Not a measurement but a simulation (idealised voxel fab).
Process module under the name voxel gate over fins
The cross-section shown here is cut; it is 285 nm wide and divided into square cells measuring 5 nm on a side.
Cross-section layout: square cells on a grid; listed as bands, top to bottom; a band spans one or more cell rows. A band entry consists of two parts. The first gives the height of the band's top and the height of its bottom, in nm. The rest lists the band's materials from left to right, each with its width in nm. A single material labelled with the word "throughout" fills the band from edge to edge, and the word "blank" marks empty space. Heights from 0 (as-received wafer is one material below). Bottom band endless downward, as "0 and below". The width entry "30->40" should be interpreted row by row: the top row of cells in the band takes the first number, the bottom row takes the second number, and the change between adjacent rows is uniform throughout. For the purposes of this document, the phrase "all unchanged" attached to a step denotes that no cell within the cross-section was modified by that step. "Enclosed void listing" contains a list of empty spaces, each no smaller than 8 cells and without an open way to the top, written in the form width x height at distance with the distance from the left edge and all three in nm. What comes after the settings on a step's line is commentary from the simulator itself on that step. Regarding "overlay nm": on a step with a mask, it is the distance the mask lay to the right of its planned place; a negative value places it to the left.
So here's the lineup of process steps we planned
1: RECEIVE,material Si
2: CONFORMAL_DEP,material SiN,thk nm 10
3: MASKED_ETCH,tone cover,mask id FINS,width nm 15,pitch nm 35,etch materials SiN,depth nm 10,overlay nm 0
4: MASKED_ETCH,tone cover,mask id FINS,width nm 15,pitch nm 35,etch materials Si,depth nm 30,overlay nm 0
5: OXIDIZE,depth nm 5
6: FILL_DEP,material SiO2,thk nm 15
7: CMP,height nm 10
8: SELECTIVE_ETCH,etch materials SiO2,depth nm 25
9: STRIP,etch materials SiN
10: CONFORMAL_DEP,material HfO2,thk nm 5
11: CONFORMAL_DEP,material TiN,thk nm 5
12: CONFORMAL_DEP,material TiAl,thk nm 5
13: CONFORMAL_DEP,material TiN,thk nm 5
14: FILL_DEP,material W,thk nm 10
15: CMP,height nm 25
16: CONFORMAL_DEP,material SiN,thk nm 5
So this is the incoming wafer in cross-section - it's already been through step 1
	0 and below: Si throughout
	Enclosed void listing: none
Post-module cross-section of the first of two wafers (run per plan)
	30 down to 25: SiN throughout
	25 down to 20: W throughout
	20 down to 15: W 100, TiN 80, W 105
	15 down to 10: W 100, TiN 5, TiAl 70, TiN 5, W 105
	10 down to 5: W 100, TiN 5, TiAl 5, TiN 25, TiAl 10, TiN 25, TiAl 5, TiN 5, W 105
	5 down to 0: TiN 105, TiAl 5, TiN 5, HfO2 15, TiN 5, TiAl 10, TiN 5, HfO2 15, TiN 5, TiAl 5, TiN 110
	0 down to -5: TiAl 110, TiN 5, HfO2 5, Si 5, HfO2 5, TiN 5, TiAl 10, TiN 5, HfO2 5, Si 5, HfO2 5, TiN 5, TiAl 115
	-5 down to -10: TiN 115, HfO2 5, Si 5, HfO2 5, TiN 20, HfO2 5, Si 5, HfO2 5, TiN 120
	-10 down to -15: HfO2 120, Si 5, HfO2 30, Si 5, HfO2 125
	-15 down to -35: SiO2 120, Si 5, SiO2 30, Si 5, SiO2 125
	-35 and below: Si throughout
	Enclosed void listing: none
Second wafer cross-section at end of module - shared start and plan with the first, one mistake in the run
	30 down to 25: SiN throughout
	25 down to 20: W throughout
	20 down to 15: W 100, TiN 80, W 105
	15 down to 10: W 90, TiN 15, TiAl 70, TiN 5, W 105
	10 down to 5: W 90, TiN 5, TiAl 15, TiN 25, TiAl 10, TiN 25, TiAl 5, TiN 5, W 105
	5 down to 0: TiN 95, TiAl 5, TiN 15, HfO2 15, TiN 20, HfO2 15, TiN 5, TiAl 5, TiN 110
	0 down to -5: TiAl 100, TiN 5, HfO2 15, Si 5, HfO2 5, TiN 10, HfO2 15, Si 5, HfO2 5, TiN 5, TiAl 115
	-5 down to -10: TiN 105, HfO2 5, Si 15, HfO2 5, TiN 10, HfO2 5, Si 15, HfO2 5, TiN 120
	-10 down to -15: HfO2 110, Si 15, HfO2 20, Si 15, HfO2 125
	-15 down to -35: SiO2 110, Si 15, SiO2 20, Si 15, SiO2 125
	-35 and below: Si throughout
	Enclosed void listing: none
Deviation from plan: it should be noted that step 4 was executed with settings other than those planned, the operation and settings actually applied being MASKED_ETCH,tone cover,mask id FINS,width nm 15,pitch nm 35,etch materials Si,depth nm 30,overlay nm -10
Final wafer comparison in cells, second versus first, more or fewer per material: 24 more of Si; 16 fewer of SiO2; 4 fewer of TiAl; 4 fewer of W
